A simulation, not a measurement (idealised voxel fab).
process module | voxel double patterning
cross-section cut | 265 nm wide | cells 5 nm
A cross-section is a grid of square cells, given in bands from the top down. A band is one or more rows of cells.
Each band's line starts with the height of the band's top and of its bottom, in nm. Then come its materials from left to right, each with its width in nm. One material with "throughout" fills the band from edge to edge. "air" is empty space.
Height 0 is the level under which the wafer as received is all one material. The lowest band goes on downwards, as in "0 down".
A width such as "30 to 40" changes by the same amount from each row of cells to the next, from the band's top row to its bottom row.
"no change" after a step means that no cell of the cross-section changed.
closed voids: empty space of 8 cells or more with no open way to the top, each as width x height at its distance from the left edge, in nm
after a step's settings: what the simulator itself notes on the step
overlay nm, on a step with a mask: how far to the right of its planned place the mask lay; to the left if negative
plan
1 op RECEIVE | material Si
2 op CONFORMAL_DEP | material SiO2 | thk nm 5
3 op DIRECTIONAL_DEP | material W | thk nm 20
4 op DIRECTIONAL_DEP | material SiCN | thk nm 10
5 op PATTERN | tone open | mask id FIRST | material resist | width nm 15 | pitch nm 50 | thk nm 15 | overlay nm -15
6 op DIRECTIONAL_ETCH | etch materials SiCN | depth nm 10
7 op STRIP | etch materials resist
8 op PATTERN | tone open | mask id SECOND | material resist | width nm 15 | thk nm 15 | overlay nm 0
9 op DIRECTIONAL_ETCH | etch materials SiCN | depth nm 10
10 op STRIP | etch materials resist
11 op DIRECTIONAL_ETCH | etch materials W | depth nm 20
12 op STRIP | etch materials SiCN
varied across the wafers: overlay nm of step 5. The plan shows the first wafer's value. All wafers start alike
first wafer as received, after step 1
  0 down: Si throughout
  closed voids: none
each wafer at the end: cells of each material gained (+) or lost (-) since it was received, then its closed voids
overlay nm -15 | +53 SiO2 | +180 W | closed voids: none
overlay nm -10 | +53 SiO2 | +176 W | closed voids: none
overlay nm -5 | +53 SiO2 | +176 W | closed voids: none
overlay nm 0 | +53 SiO2 | +176 W | closed voids: none
overlay nm 5 | +53 SiO2 | +176 W | closed voids: none
overlay nm 10 | +53 SiO2 | +176 W | closed voids: none
overlay nm 15 | +53 SiO2 | +180 W | closed voids: none
